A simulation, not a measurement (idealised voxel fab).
Process module in this document: voxel gate over fins
Square cell edge 5 nm, section width 250 nm, ID cut.
A cross-section is a grid of square cells, given in bands from the top down. A band is one or more rows of cells.
Heights first: top, then bottom, in nm. Then materials, left to right, each with a width in nm. "all across" on a single material: fills the band edge to edge. "air": empty space.
Height is counted from the level 0, under which the received wafer is composed throughout of one material. The lowest of the bands is not closed at the bottom but continues downward, in the notation "0 nm and below".
Note: "30..40" means the width goes from the first number (top row of the band) to the second number (bottom row) in equal steps per row of cells.
Step marked "changes: none"? Then no cell in the cross-section changed in it.
Entry "Closed void table" = empty spaces >= 8 cells with no open way to the top; each as width x height at distance, distance from left edge, all nm.
Heads up: the bit after the settings on a step's line is the simulator's remark on that step.
The line of a step may include "overlay nm". On a step with a mask, this value is how far to the right of its planned place the mask lay. A negative value means the mask lay to the left.
Here's what the planned process steps look like:
- 1: RECEIVE: material Si
- 2: CONFORMAL_DEP: material SiN, thk nm 5
- 3: MASKED_ETCH: tone cover, mask id FINS, width nm 15, pitch nm 35, etch materials SiN, depth nm 5, overlay nm 0
- 4: MASKED_ETCH: tone cover, mask id FINS, width nm 15, pitch nm 35, etch materials Si, depth nm 40, overlay nm 0
- 5: FILL_DEP: material SiO2, thk nm 10
- 6: CMP: height nm 5
- 7: SELECTIVE_ETCH: etch materials SiO2, depth nm 15
- 8: STRIP: etch materials SiN
- 9: CONFORMAL_DEP: material HfO2, thk nm 5
- 10: CONFORMAL_DEP: material TiN, thk nm 5
- 11: FILL_DEP: material W, thk nm 10
- 12: CMP: height nm 15
- 13: CONFORMAL_DEP: material SiCN, thk nm 10
First wafer, as planned:
Wafer as received: cross-section following step 1:
    0 nm and below  Si all across
    Closed void table: none
State of the wafer after step 2, shown in cross-section:
    5 nm to 0 nm  SiN all across
    Whatever lies below 0 is exactly as it was before.
State of the wafer after step 3, shown in cross-section:
    5 nm to 0 nm  air=100; SiN=15; air=20; SiN=15; air=100
    Whatever lies below 0 is exactly as it was before.
State of the wafer after step 4, shown in cross-section:
    5 nm to 0 nm  air=100; SiN=15; air=20; SiN=15; air=100
    0 nm to -40 nm  air=100; Si=15; air=20; Si=15; air=100
    Whatever lies below -40 is exactly as it was before.
State of the wafer after step 5, shown in cross-section:
    15 nm to 5 nm  SiO2 all across
    5 nm to 0 nm  SiO2=100; SiN=15; SiO2=20; SiN=15; SiO2=100
    0 nm to -40 nm  SiO2=100; Si=15; SiO2=20; Si=15; SiO2=100
    Whatever lies below -40 is exactly as it was before.
State of the wafer after step 6, shown in cross-section:
    5 nm to 0 nm  SiO2=100; SiN=15; SiO2=20; SiN=15; SiO2=100
    Whatever lies below 0 is exactly as it was before.
State of the wafer after step 7, shown in cross-section:
    5 nm to 0 nm  air=100; SiN=15; air=20; SiN=15; air=100
    0 nm to -10 nm  air=100; Si=15; air=20; Si=15; air=100
    Whatever lies below -10 is exactly as it was before.
State of the wafer after step 8, shown in cross-section:
    0 nm to -10 nm  air=100; Si=15; air=20; Si=15; air=100
    Whatever lies below -10 is exactly as it was before.
State of the wafer after step 9, shown in cross-section:
    5 nm to 0 nm  air=95; HfO2=25; air=10; HfO2=25; air=95
    0 nm to -5 nm  air=95; HfO2=5; Si=15; HfO2=5; air=10; HfO2=5; Si=15; HfO2=5; air=95
    -5 nm to -10 nm  HfO2=100; Si=15; HfO2=20; Si=15; HfO2=100
    Whatever lies below -10 is exactly as it was before.
State of the wafer after step 10, shown in cross-section:
    10 nm to 5 nm  air=90; TiN=70; air=90
    5 nm to 0 nm  air=90; TiN=5; HfO2=25; TiN=10; HfO2=25; TiN=5; air=90
    0 nm to -5 nm  TiN=95; HfO2=5; Si=15; HfO2=5; TiN=10; HfO2=5; Si=15; HfO2=5; TiN=95
    Whatever lies below -5 is exactly as it was before.
State of the wafer after step 11, shown in cross-section:
    20 nm to 10 nm  W all across
    10 nm to 5 nm  W=90; TiN=70; W=90
    5 nm to 0 nm  W=90; TiN=5; HfO2=25; TiN=10; HfO2=25; TiN=5; W=90
    Whatever lies below 0 is exactly as it was before.
State of the wafer after step 12, shown in cross-section:
    15 nm to 10 nm  W all across
    Whatever lies below 10 is exactly as it was before.
State of the wafer after step 13, shown in cross-section:
    25 nm to 15 nm  SiCN all across
    Whatever lies below 15 is exactly as it was before.
Wafer two of two - same starting point, same process plan, one mistake in execution; matches wafer one up to and including step 5:
Second wafer cross-section, taken as of the time the plan sets for step 6 to be done:
    -5 nm to -40 nm  SiO2=100; Si=15; SiO2=20; Si=15; SiO2=100
    Whatever lies below -40 is exactly as it was before.
Second wafer cross-section, taken as of the time the plan sets for step 7 to be done:
    -5 nm to -20 nm  air=100; Si=15; air=20; Si=15; air=100
    Whatever lies below -20 is exactly as it was before.
Second wafer cross-section, taken as of the time the plan sets for step 8 to be done: changes: none
Second wafer cross-section, taken as of the time the plan sets for step 9 to be done:
    0 nm to -5 nm  air=95; HfO2=25; air=10; HfO2=25; air=95
    -5 nm to -15 nm  air=95; HfO2=5; Si=15; HfO2=5; air=10; HfO2=5; Si=15; HfO2=5; air=95
    -15 nm to -20 nm  HfO2=100; Si=15; HfO2=20; Si=15; HfO2=100
    Whatever lies below -20 is exactly as it was before.
Second wafer cross-section, taken as of the time the plan sets for step 10 to be done:
    5 nm to 0 nm  air=90; TiN=70; air=90
    0 nm to -5 nm  air=90; TiN=5; HfO2=25; TiN=10; HfO2=25; TiN=5; air=90
    -5 nm to -10 nm  air=90; TiN=5; HfO2=5; Si=15; HfO2=5; TiN=10; HfO2=5; Si=15; HfO2=5; TiN=5; air=90
    -10 nm to -15 nm  TiN=95; HfO2=5; Si=15; HfO2=5; TiN=10; HfO2=5; Si=15; HfO2=5; TiN=95
    Whatever lies below -15 is exactly as it was before.
Second wafer cross-section, taken as of the time the plan sets for step 11 to be done:
    15 nm to 5 nm  W all across
    5 nm to 0 nm  W=90; TiN=70; W=90
    0 nm to -5 nm  W=90; TiN=5; HfO2=25; TiN=10; HfO2=25; TiN=5; W=90
    -5 nm to -10 nm  W=90; TiN=5; HfO2=5; Si=15; HfO2=5; TiN=10; HfO2=5; Si=15; HfO2=5; TiN=5; W=90
    Whatever lies below -10 is exactly as it was before.
Second wafer cross-section, taken as of the time the plan sets for step 12 to be done: changes: none
Second wafer cross-section, taken as of the time the plan sets for step 13 to be done:
    25 nm to 15 nm  SiCN all across
    Whatever lies below 15 is exactly as it was before.
Heads up, the wafer didn't run the way we planned it: heads up, step 6 didn't go per plan, it actually ran as CMP: height nm -5
FYI, end of process, the second wafer has more or fewer cells of some materials than the first: HfO2 +4, Si -6, SiO2 -88, TiN +4, W +86
